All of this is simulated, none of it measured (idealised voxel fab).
voxel air gaps: a process module
Xsec cut, 245 nm wide, square cell size 5 nm.
A cross-section in this document is a grid of square cells, and it is written down as bands, the top band listed before the ones below it; a band is made up of one or more rows of cells. Within each band entry, the heights of the top and of the bottom of the band appear first, in that order and in nm; the materials of the band then follow from left to right, each with its corresponding width in nm. The designation "edge to edge" on a single material indicates that it fills the band from edge to edge; the designation "air" indicates empty space. Below 0: as-received wafer, all one material; heights counted from there. Lowest band: no bottom, goes on down, written "0 down". It should be noted that a width expressed as "30 to 40" varies in equal increments from row to row of cells within the band, taking the value of the first number at the top row and that of the second number at the bottom row. Key: "nothing altered" - step with no changed cell in the cross-section. Voids not open to the top, 8 cells minimum: see "Cavities, closed". Written width x height at distance; distance is from the left edge; nm. If you see something after the settings on a step's line, that's the simulator's own remark about that step. The "overlay nm" setting may appear on a step's line; for a step that uses a mask, it gives how far to the right of its planned position the mask lay, and a negative value indicates the left.
# plan
- 1: RECEIVE | material Si
- 2: CONFORMAL_DEP | material SiO2 | thk nm 15
- 3: CONFORMAL_DEP | material SiCN | thk nm 5
- 4: DIRECTIONAL_DEP | material lowk | thk nm 35
- 5: PATTERN | tone open | mask id LINES | material resist | width nm 25 | pitch nm 55 | thk nm 20 | overlay nm 0
- 6: DIRECTIONAL_ETCH | etch materials lowk | depth nm 35
- 7: STRIP | etch materials resist
- 8: CONFORMAL_DEP | material TiN | thk nm 5
- 9: FILL_DEP | material W | thk nm 5
- 10: CMP | height nm 55
- 11: EPI | material Ru | thk nm 10
- 12: SELECTIVE_ETCH | etch materials lowk | depth nm 45
- 13: CONFORMAL_DEP | material SiCN | thk nm 5
# Account of the first of two wafers, which was processed as intended
# The cross-section here shows the wafer as received, i.e. in its state after step 1
    0 down: Si edge to edge
    Cavities, closed: none
# Wafer after step 2 (cross-section)
    15 to 0: SiO2 edge to edge
    Under 0: no change, same as before.
# Wafer after step 3 (cross-section)
    20 to 15: SiCN edge to edge
    Under 15: no change, same as before.
# Wafer after step 4 (cross-section)
    55 to 20: lowk edge to edge
    Under 20: no change, same as before.
# Wafer after step 5 (cross-section)
    75 to 55: resist: 55, air: 25, resist: 30, air: 25, resist: 30, air: 25, resist: 55
    Under 55: no change, same as before.
# Wafer after step 6 (cross-section)
    75 to 55: resist: 55, air: 25, resist: 30, air: 25, resist: 30, air: 25, resist: 55
    55 to 20: lowk: 55, air: 25, lowk: 30, air: 25, lowk: 30, air: 25, lowk: 55
    Under 20: no change, same as before.
# Wafer after step 7 (cross-section)
    55 to 20: lowk: 55, air: 25, lowk: 30, air: 25, lowk: 30, air: 25, lowk: 55
    Under 20: no change, same as before.
# Wafer after step 8 (cross-section)
    60 to 55: TiN: 60, air: 15, TiN: 40, air: 15, TiN: 40, air: 15, TiN: 60
    55 to 25: lowk: 55, TiN: 5, air: 15, TiN: 5, lowk: 30, TiN: 5, air: 15, TiN: 5, lowk: 30, TiN: 5, air: 15, TiN: 5, lowk: 55
    25 to 20: lowk: 55, TiN: 25, lowk: 30, TiN: 25, lowk: 30, TiN: 25, lowk: 55
    Under 20: no change, same as before.
# Wafer after step 9 (cross-section)
    65 to 60: W edge to edge
    60 to 55: TiN: 60, W: 15, TiN: 40, W: 15, TiN: 40, W: 15, TiN: 60
    55 to 25: lowk: 55, TiN: 5, W: 15, TiN: 5, lowk: 30, TiN: 5, W: 15, TiN: 5, lowk: 30, TiN: 5, W: 15, TiN: 5, lowk: 55
    Under 25: no change, same as before.
# Wafer after step 10 (cross-section)
    55 to 25: lowk: 55, TiN: 5, W: 15, TiN: 5, lowk: 30, TiN: 5, W: 15, TiN: 5, lowk: 30, TiN: 5, W: 15, TiN: 5, lowk: 55
    Under 25: no change, same as before.
# Wafer after step 11 (cross-section)
    65 to 55: air: 45, Ru: 45, air: 10, Ru: 45, air: 10, Ru: 45, air: 45
    Under 55: no change, same as before.
# Wafer after step 12 (cross-section)
    65 to 55: air: 45, Ru: 45, air: 10, Ru: 45, air: 10, Ru: 45, air: 45
    55 to 25: air: 55, TiN: 5, W: 15, TiN: 5, air: 30, TiN: 5, W: 15, TiN: 5, air: 30, TiN: 5, W: 15, TiN: 5, air: 55
    25 to 20: air: 55, TiN: 25, air: 30, TiN: 25, air: 30, TiN: 25, air: 55
    Under 20: no change, same as before.
# Wafer after step 13 (cross-section)
    70 to 65: air: 40, SiCN: 165, air: 40
    65 to 55: air: 40, SiCN: 5, Ru: 45, SiCN: 10, Ru: 45, SiCN: 10, Ru: 45, SiCN: 5, air: 40
    55 to 50: air: 40, SiCN: 15, TiN: 5, W: 15, TiN: 5, SiCN: 30, TiN: 5, W: 15, TiN: 5, SiCN: 30, TiN: 5, W: 15, TiN: 5, SiCN: 15, air: 40
    50 to 25: air: 50, SiCN: 5, TiN: 5, W: 15, TiN: 5, SiCN: 5, air: 20, SiCN: 5, TiN: 5, W: 15, TiN: 5, SiCN: 5, air: 20, SiCN: 5, TiN: 5, W: 15, TiN: 5, SiCN: 5, air: 50
    25 to 20: SiCN: 55, TiN: 25, SiCN: 30, TiN: 25, SiCN: 30, TiN: 25, SiCN: 55
    Under 20: no change, same as before.
    Cavities, closed: 20 x 25 at 85; 20 x 25 at 140
# Wafer two of two - same starting point, same process plan, one mistake in execution; matches wafer one up to and including step 9
# Cross-section of the second wafer at the time step 10 of the plan should have ended
    50 to 25: lowk: 55, TiN: 5, W: 15, TiN: 5, lowk: 30, TiN: 5, W: 15, TiN: 5, lowk: 30, TiN: 5, W: 15, TiN: 5, lowk: 55
    Under 25: no change, same as before.
# Cross-section of the second wafer at the time step 11 of the plan should have ended
    60 to 50: air: 45, Ru: 45, air: 10, Ru: 45, air: 10, Ru: 45, air: 45
    Under 50: no change, same as before.
# Cross-section of the second wafer at the time step 12 of the plan should have ended
    60 to 50: air: 45, Ru: 45, air: 10, Ru: 45, air: 10, Ru: 45, air: 45
    50 to 25: air: 55, TiN: 5, W: 15, TiN: 5, air: 30, TiN: 5, W: 15, TiN: 5, air: 30, TiN: 5, W: 15, TiN: 5, air: 55
    25 to 20: air: 55, TiN: 25, air: 30, TiN: 25, air: 30, TiN: 25, air: 55
    Under 20: no change, same as before.
# Cross-section of the second wafer at the time step 13 of the plan should have ended
    65 to 60: air: 40, SiCN: 165, air: 40
    60 to 50: air: 40, SiCN: 5, Ru: 45, SiCN: 10, Ru: 45, SiCN: 10, Ru: 45, SiCN: 5, air: 40
    50 to 45: air: 40, SiCN: 15, TiN: 5, W: 15, TiN: 5, SiCN: 30, TiN: 5, W: 15, TiN: 5, SiCN: 30, TiN: 5, W: 15, TiN: 5, SiCN: 15, air: 40
    45 to 25: air: 50, SiCN: 5, TiN: 5, W: 15, TiN: 5, SiCN: 5, air: 20, SiCN: 5, TiN: 5, W: 15, TiN: 5, SiCN: 5, air: 20, SiCN: 5, TiN: 5, W: 15, TiN: 5, SiCN: 5, air: 50
    25 to 20: SiCN: 55, TiN: 25, SiCN: 30, TiN: 25, SiCN: 30, TiN: 25, SiCN: 55
    Under 20: no change, same as before.
    Cavities, closed: 20 x 20 at 85; 20 x 20 at 140
In executing the process, a mistake was made relative to the plan: planned and actual differ for step 10; actual: CMP | height nm 50
Once processing is complete, comparing cell counts shows that the second wafer has more or fewer of certain materials than the first: SiCN: 6 fewer; TiN: 6 fewer; W: 9 fewer
